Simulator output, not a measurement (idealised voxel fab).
Process module, titled voxel self aligned contacts
It is cross-section cut that appears here, measuring 210 nm in width, its square cells being 5 nm in size.
Reading order for cross-sections: top band down to bottom band. Underlying form: a grid of square cells. Band size: one or more rows of cells.
First you get the band's top height and its bottom height, in nm, and then the materials it's made of, left to right, with each width in nm. If you see a single material with "edge to edge", that one covers the band edge to edge. "blank" is empty space.
Where do heights start? At 0: under that level the wafer as delivered is made of one material only. And the lowest band has no floor; it just carries on downward, as in "0 and below".
A width such as "30 to 40" changes by the same amount from each row of cells to the next, from the band's top row to its bottom row.
When a step is marked "remains unaltered", none of the cells in the cross-section changed during that step.
The entry "Voids, fully enclosed" lists the empty spaces that cover at least 8 cells and have no open path to the top. Each is written as width x height at distance, where the distance is measured from the left edge and all three values are in nm.
The remark found on a step's line after its settings is issued by the simulator itself and pertains to that step.
You can add "overlay nm" to a step's line. For a step with a mask, it describes how far the mask lay to the right of its planned position, and a negative number describes a lay to the left.

**The process steps that were planned are listed below**
1. RECEIVE [material Si]
2. CONFORMAL_DEP [material SiO2] [thk nm 5]
3. DIRECTIONAL_DEP [material polySi] [thk nm 30]
4. DIRECTIONAL_DEP [material SiN] [thk nm 15]
5. MASKED_ETCH [tone cover] [mask id GATE] [width nm 30] [pitch nm 55] [etch materials SiN] [depth nm 15] [overlay nm 0]
6. MASKED_ETCH [tone cover] [mask id GATE] [width nm 30] [pitch nm 55] [etch materials polySi] [depth nm 30] [overlay nm 0]
7. CONFORMAL_DEP [material SiN] [thk nm 5]
8. DIRECTIONAL_ETCH [etch materials SiN] [depth nm 5]
9. FILL_DEP [material SiO2] [thk nm 20]
10. CMP [height nm 60]
11. MASKED_ETCH [tone open] [mask id CONTACT] [width nm 35] [etch materials SiO2] [depth nm 60] [overlay nm 0]
12. CONFORMAL_DEP [material TiN] [thk nm 5]
13. FILL_DEP [material Ru] [thk nm 5]
14. CMP [height nm 60]
15. CONFORMAL_DEP [material SiCN] [thk nm 5]

**Below: the first of two wafers, run as planned**

**The cross-section here shows the wafer as received, i.e. in its state after step 1**
0 and below = Si edge to edge
Voids, fully enclosed: none

**The wafer in cross-section once step 2 is complete**
5 down to 0 = SiO2 edge to edge
Below 0 it's all the same as before, nothing changed down there.

**The wafer in cross-section once step 3 is complete**
35 down to 5 = polySi edge to edge
Below 5 it's all the same as before, nothing changed down there.

**The wafer in cross-section once step 4 is complete**
50 down to 35 = SiN edge to edge
Below 35 it's all the same as before, nothing changed down there.

**The wafer in cross-section once step 5 is complete**
50 down to 35 = blank 60 | SiN 30 | blank 25 | SiN 30 | blank 65
Below 35 it's all the same as before, nothing changed down there.

**The wafer in cross-section once step 6 is complete**
50 down to 35 = blank 60 | SiN 30 | blank 25 | SiN 30 | blank 65
35 down to 5 = blank 60 | polySi 30 | blank 25 | polySi 30 | blank 65
Below 5 it's all the same as before, nothing changed down there.

**The wafer in cross-section once step 7 is complete**
55 down to 35 = blank 55 | SiN 40 | blank 15 | SiN 40 | blank 60
35 down to 10 = blank 55 | SiN 5 | polySi 30 | SiN 5 | blank 15 | SiN 5 | polySi 30 | SiN 5 | blank 60
10 down to 5 = SiN 60 | polySi 30 | SiN 25 | polySi 30 | SiN 65
Below 5 it's all the same as before, nothing changed down there.

**The wafer in cross-section once step 8 is complete**
50 down to 35 = blank 55 | SiN 40 | blank 15 | SiN 40 | blank 60
35 down to 5 = blank 55 | SiN 5 | polySi 30 | SiN 5 | blank 15 | SiN 5 | polySi 30 | SiN 5 | blank 60
Below 5 it's all the same as before, nothing changed down there.

**The wafer in cross-section once step 9 is complete**
70 down to 50 = SiO2 edge to edge
50 down to 35 = SiO2 55 | SiN 40 | SiO2 15 | SiN 40 | SiO2 60
35 down to 5 = SiO2 55 | SiN 5 | polySi 30 | SiN 5 | SiO2 15 | SiN 5 | polySi 30 | SiN 5 | SiO2 60
Below 5 it's all the same as before, nothing changed down there.

**The wafer in cross-section once step 10 is complete**
60 down to 50 = SiO2 edge to edge
Below 50 it's all the same as before, nothing changed down there.

**The wafer in cross-section once step 11 is complete**
60 down to 50 = SiO2 85 | blank 35 | SiO2 90
50 down to 35 = SiO2 55 | SiN 40 | blank 15 | SiN 40 | SiO2 60
35 down to 5 = SiO2 55 | SiN 5 | polySi 30 | SiN 5 | blank 15 | SiN 5 | polySi 30 | SiN 5 | SiO2 60
5 down to 0 = SiO2 95 | blank 15 | SiO2 100
Below 0 it's all the same as before, nothing changed down there.

**The wafer in cross-section once step 12 is complete**
65 down to 60 = TiN 90 | blank 25 | TiN 95
60 down to 50 = SiO2 85 | TiN 5 to 15 | blank 25 to 5 | TiN 5 to 15 | SiO2 90
50 down to 35 = SiO2 55 | SiN 40 | TiN 5 | blank 5 | TiN 5 | SiN 40 | SiO2 60
35 down to 5 = SiO2 55 | SiN 5 | polySi 30 | SiN 5 | TiN 5 | blank 5 | TiN 5 | SiN 5 | polySi 30 | SiN 5 | SiO2 60
5 down to 0 = SiO2 95 | TiN 15 | SiO2 100
Below 0 it's all the same as before, nothing changed down there.

**The wafer in cross-section once step 13 is complete**
70 down to 65 = Ru edge to edge
65 down to 60 = TiN 90 | Ru 25 | TiN 95
60 down to 50 = SiO2 85 | TiN 5 to 15 | Ru 25 to 5 | TiN 5 to 15 | SiO2 90
50 down to 35 = SiO2 55 | SiN 40 | TiN 5 | Ru 5 | TiN 5 | SiN 40 | SiO2 60
35 down to 5 = SiO2 55 | SiN 5 | polySi 30 | SiN 5 | TiN 5 | Ru 5 | TiN 5 | SiN 5 | polySi 30 | SiN 5 | SiO2 60
Below 5 it's all the same as before, nothing changed down there.

**The wafer in cross-section once step 14 is complete**
60 down to 50 = SiO2 85 | TiN 5 to 15 | Ru 25 to 5 | TiN 5 to 15 | SiO2 90
Below 50 it's all the same as before, nothing changed down there.

**The wafer in cross-section once step 15 is complete**
65 down to 60 = SiCN edge to edge
Below 60 it's all the same as before, nothing changed down there.

**For the second wafer, take the first wafer's start and plan, then add one mistake made in running it; everything through step 2, that step included, is shared with the first**

**Planned end of step 3: second wafer, cross-section**
35 down to 5 = TiN edge to edge
Below 5 it's all the same as before, nothing changed down there.

**Planned end of step 4: second wafer, cross-section**
50 down to 35 = SiN edge to edge
Below 35 it's all the same as before, nothing changed down there.

**Planned end of step 5: second wafer, cross-section**
50 down to 35 = blank 60 | SiN 30 | blank 25 | SiN 30 | blank 65
Below 35 it's all the same as before, nothing changed down there.

Planned end of step 6: second wafer, cross-section: remains unaltered

**Planned end of step 7: second wafer, cross-section**
55 down to 40 = blank 55 | SiN 40 | blank 15 | SiN 40 | blank 60
40 down to 35 = SiN edge to edge
Below 35 it's all the same as before, nothing changed down there.

**Planned end of step 8: second wafer, cross-section**
50 down to 35 = blank 55 | SiN 40 | blank 15 | SiN 40 | blank 60
Below 35 it's all the same as before, nothing changed down there.

**Planned end of step 9: second wafer, cross-section**
70 down to 50 = SiO2 edge to edge
50 down to 35 = SiO2 55 | SiN 40 | SiO2 15 | SiN 40 | SiO2 60
Below 35 it's all the same as before, nothing changed down there.

**Planned end of step 10: second wafer, cross-section**
60 down to 50 = SiO2 edge to edge
Below 50 it's all the same as before, nothing changed down there.

**Planned end of step 11: second wafer, cross-section**
60 down to 50 = SiO2 85 | blank 35 | SiO2 90
50 down to 35 = SiO2 55 | SiN 40 | blank 15 | SiN 40 | SiO2 60
Below 35 it's all the same as before, nothing changed down there.

**Planned end of step 12: second wafer, cross-section**
65 down to 60 = TiN 90 | blank 25 | TiN 95
60 down to 50 = SiO2 85 | TiN 5 to 15 | blank 25 to 5 | TiN 5 to 15 | SiO2 90
50 down to 40 = SiO2 55 | SiN 40 | TiN 5 | blank 5 | TiN 5 | SiN 40 | SiO2 60
40 down to 35 = SiO2 55 | SiN 40 | TiN 15 | SiN 40 | SiO2 60
Below 35 it's all the same as before, nothing changed down there.

**Planned end of step 13: second wafer, cross-section**
70 down to 65 = Ru edge to edge
65 down to 60 = TiN 90 | Ru 25 | TiN 95
60 down to 50 = SiO2 85 | TiN 5 to 15 | Ru 25 to 5 | TiN 5 to 15 | SiO2 90
50 down to 40 = SiO2 55 | SiN 40 | TiN 5 | Ru 5 | TiN 5 | SiN 40 | SiO2 60
Below 40 it's all the same as before, nothing changed down there.

**Planned end of step 14: second wafer, cross-section**
60 down to 50 = SiO2 85 | TiN 5 to 15 | Ru 25 to 5 | TiN 5 to 15 | SiO2 90
Below 50 it's all the same as before, nothing changed down there.

**Planned end of step 15: second wafer, cross-section**
65 down to 60 = SiCN edge to edge
Below 60 it's all the same as before, nothing changed down there.
Processing error: rather than as planned, step 3 actually ran as DIRECTIONAL_DEP [material TiN] [thk nm 30]
at the end the second wafer has, in cells: 7 fewer of Ru, 24 fewer of SiN, 135 fewer of SiO2, 238 more of TiN, 72 fewer of polySi
